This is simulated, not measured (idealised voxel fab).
Process module heading - voxel transistor to metal
Section shown: cut. Width: 295 nm. Cell size: 5 nm, square.
Cross-section layout: square cells on a grid; listed as bands, top to bottom; a band spans one or more cell rows. Each band's line starts with the height of the band's top and of its bottom, in nm. Then come its materials from left to right, each with its width in nm. One material with "everywhere" fills the band from edge to edge. "air" is empty space. Heights are expressed relative to 0, this being the level below which the as-received wafer comprises one material exclusively. The lowest band is unbounded in the downward direction and is denoted as in "z 0 and below". Width spec "30->40" -> top row of cells at first value, bottom row at second value, equal per-row change in between. "same as before" for a step: no cell of the cross-section changed in that step. Look at "Enclosed void catalog" for the closed voids: empty spaces with no open path to the top, sized 8 cells or up. Each is width x height at distance, distance from the left edge, all nm. It should be noted that, on the line of a given step, the content following the step's settings is a remark produced by the simulator itself with respect to that step. The "overlay nm" setting may appear on a step's line; for a step that uses a mask, it gives how far to the right of its planned position the mask lay, and a negative value indicates the left.

Process steps (planned)
- 1: op RECEIVE | material Si
- 2: op OXIDIZE | depth nm 5
- 3: op CONFORMAL_DEP | material SiN | thk nm 10
- 4: op MASKED_ETCH | tone cover | mask id ACTIVE | width nm 105 | pitch nm 125 | etch materials SiN | depth nm 10 | overlay nm 0
- 5: op MASKED_ETCH | tone cover | mask id ACTIVE | width nm 105 | pitch nm 125 | etch materials SiO2 | depth nm 5 | overlay nm 0
- 6: op MASKED_ETCH | tone cover | mask id ACTIVE | width nm 105 | pitch nm 125 | etch materials Si | depth nm 35 | overlay nm 0
- 7: op OXIDIZE | depth nm 5
- 8: op FILL_DEP | material SiO2 | thk nm 10
- 9: op CMP | height nm 10
- 10: op SELECTIVE_ETCH | etch materials SiO2 | depth nm 5
- 11: op STRIP | etch materials SiN
- 12: op SELECTIVE_ETCH | etch materials SiO2 | depth nm 5
- 13: op OXIDIZE | depth nm 5
- 14: op DIRECTIONAL_DEP | material polySi | thk nm 25
- 15: op DIRECTIONAL_DEP | material SiCN | thk nm 10
- 16: op DIRECTIONAL_DEP | material aC | thk nm 10
- 17: op PATTERN | tone cover | mask id GATE | material resist | width nm 35 | pitch nm 125 | thk nm 25 | overlay nm 0
- 18: op DIRECTIONAL_ETCH | etch materials aC | depth nm 10
- 19: op STRIP | etch materials resist
- 20: op DIRECTIONAL_ETCH | etch materials SiCN | depth nm 20
- 21: op DIRECTIONAL_ETCH | etch materials polySi | depth nm 35
- 22: op STRIP | etch materials aC
- 23: op CONFORMAL_DEP | material SiN | thk nm 10
- 24: op DIRECTIONAL_ETCH | etch materials SiN | depth nm 10
- 25: op DIRECTIONAL_ETCH | etch materials SiO2 | depth nm 5
- 26: op DIRECTIONAL_ETCH | etch materials Si | depth nm 10
- 27: op EPI | material nSi | thk nm 15
- 28: op FILL_DEP | material SiO2 | thk nm 5
- 29: op CMP | height nm 20
- 30: op STRIP | etch materials polySi
- 31: op SELECTIVE_ETCH | etch materials SiO2 | depth nm 5
- 32: op CONFORMAL_DEP | material HfO2 | thk nm 5
- 33: op CONFORMAL_DEP | material TiN | thk nm 5
- 34: op FILL_DEP | material W | thk nm 5
- 35: op CMP | height nm 15
- 36: op DIRECTIONAL_DEP | material SiO2 | thk nm 10
- 37: op DIRECTIONAL_DEP | material aC | thk nm 15
- 38: op PATTERN | tone open | mask id CONTACT | material resist | width nm 15 | thk nm 35 | overlay nm 0
- 39: op DIRECTIONAL_ETCH | etch materials aC | depth nm 15
- 40: op STRIP | etch materials resist
- 41: op DIRECTIONAL_ETCH | etch materials SiO2 | depth nm 30
- 42: op STRIP | etch materials aC
- 43: op CONFORMAL_DEP | material TiN | thk nm 5
- 44: op FILL_DEP | material W | thk nm 10
- 45: op CMP | height nm 25
- 46: op DIRECTIONAL_DEP | material TiN | thk nm 5
- 47: op DIRECTIONAL_DEP | material W | thk nm 20
- 48: op DIRECTIONAL_DEP | material aC | thk nm 10
- 49: op PATTERN | tone cover | mask id METAL_1 | material resist | width nm 15 | thk nm 25 | overlay nm 0
- 50: op DIRECTIONAL_ETCH | etch materials aC | depth nm 10
- 51: op STRIP | etch materials resist
- 52: op DIRECTIONAL_ETCH | etch materials W | depth nm 20
- 53: op DIRECTIONAL_ETCH | etch materials TiN | depth nm 5
- 54: op STRIP | etch materials aC
- 55: op FILL_DEP | material SiO2 | thk nm 5
- 56: op CMP | height nm 50
- 57: op CONFORMAL_DEP | material SiCN | thk nm 5
- 58: op DIRECTIONAL_DEP | material SiO2 | thk nm 30
- 59: op DIRECTIONAL_DEP | material aC | thk nm 10
- 60: op PATTERN | tone open | mask id METAL_2 | material resist | width nm 15 | pitch nm 125 | thk nm 30 | overlay nm 0
- 61: op DIRECTIONAL_ETCH | etch materials aC | depth nm 10
- 62: op STRIP | etch materials resist
- 63: op DIRECTIONAL_ETCH | etch materials SiO2 | depth nm 20
- 64: op STRIP | etch materials aC
- 65: op DIRECTIONAL_DEP | material aC | thk nm 15
- 66: op PATTERN | tone open | mask id METAL_2_HOLES | material resist | width nm 15 | pitch nm 125 | thk nm 30 | overlay nm 0
- 67: op DIRECTIONAL_ETCH | etch materials aC | depth nm 15
- 68: op STRIP | etch materials resist
- 69: op DIRECTIONAL_ETCH | etch materials SiO2 | depth nm 10
- 70: op DIRECTIONAL_ETCH | etch materials SiCN | depth nm 5
- 71: op STRIP | etch materials aC
- 72: op CONFORMAL_DEP | material TiN | thk nm 5
- 73: op FILL_DEP | material Ru | thk nm 10
- 74: op CMP | height nm 85
- 75: op CONFORMAL_DEP | material SiN | thk nm 5

Cross-section of the incoming wafer, state after step 1
z 0 and below = Si everywhere
Enclosed void catalog: none

This is how the wafer looks in cross-section once the module is done, given the starting state and plan above and one mistake in carrying the plan out
z 90 to 85 = SiN everywhere
z 85 to 55 = SiO2=35  TiN=5  Ru=5  TiN=5  SiO2=110  TiN=5  Ru=5  TiN=5  SiO2=120
z 55 to 50 = SiCN=35  TiN=15  SiCN=110  TiN=15  SiCN=120
z 50 to 45 = SiO2 everywhere
z 45 to 25 = SiO2=35  W=15  SiO2=65  W=15  SiO2=30  W=15  SiO2=65  W=15  SiO2=40
z 25 to 20 = SiO2=35  TiN=15  SiO2=65  TiN=15  SiO2=30  TiN=15  SiO2=65  TiN=15  SiO2=40
z 20 to 15 = SiO2=35  TiN=5  W=5  TiN=5  SiO2=65  TiN=5  W=5  TiN=5  SiO2=30  TiN=5  W=5  TiN=5  SiO2=65  TiN=5  W=5  TiN=5  SiO2=40
z 15 to 10 = SiO2=35  TiN=5  W=5  TiN=5  SiO2=5  SiN=10  HfO2=5  TiN=5  W=15  TiN=5  HfO2=5  SiN=10  SiO2=5  TiN=5  W=5  TiN=5  SiO2=30  TiN=5  W=5  TiN=5  SiO2=5  SiN=10  HfO2=5  TiN=5  W=15  TiN=5  HfO2=5  SiN=10  SiO2=5  TiN=5  W=5  TiN=5  SiO2=40
z 10 to 5 = SiO2=35  TiN=15  SiO2=5  SiN=10  HfO2=5  TiN=5  W=15  TiN=5  HfO2=5  SiN=10  SiO2=5  TiN=15  SiO2=30  TiN=15  SiO2=5  SiN=10  HfO2=5  TiN=5  W=15  TiN=5  HfO2=5  SiN=10  SiO2=5  TiN=15  SiO2=40
z 5 to 0 = SiO2=35  TiN=5  nSi=15  SiN=10  HfO2=5  TiN=5  W=15  TiN=5  HfO2=5  SiN=10  nSi=15  TiN=5  SiO2=30  TiN=5  nSi=15  SiN=10  HfO2=5  TiN=5  W=15  TiN=5  HfO2=5  SiN=10  nSi=15  TiN=5  SiO2=40
z 0 to -5 = SiO2=25  SiN=10  TiN=5  nSi=15  SiN=10  HfO2=5  TiN=25  HfO2=5  SiN=10  nSi=15  TiN=5  SiN=10  SiO2=10  SiN=10  TiN=5  nSi=15  SiN=10  HfO2=5  TiN=25  HfO2=5  SiN=10  nSi=15  TiN=5  SiN=10  SiO2=30
z -5 to -10 = SiO2=35  nSi=20  SiO2=5  HfO2=45  SiO2=5  nSi=20  SiO2=30  nSi=20  SiO2=5  HfO2=45  SiO2=5  nSi=20  SiO2=40
z -10 to -20 = SiO2=35  nSi=20  Si=55  nSi=20  SiO2=30  nSi=20  Si=55  nSi=20  SiO2=40
z -20 to -45 = SiO2=35  Si=95  SiO2=30  Si=95  SiO2=40
z -45 and below = Si everywhere
Enclosed void catalog: none
what went wrong: step 45 did not use the planned setting and instead ran as op CMP | height nm 20
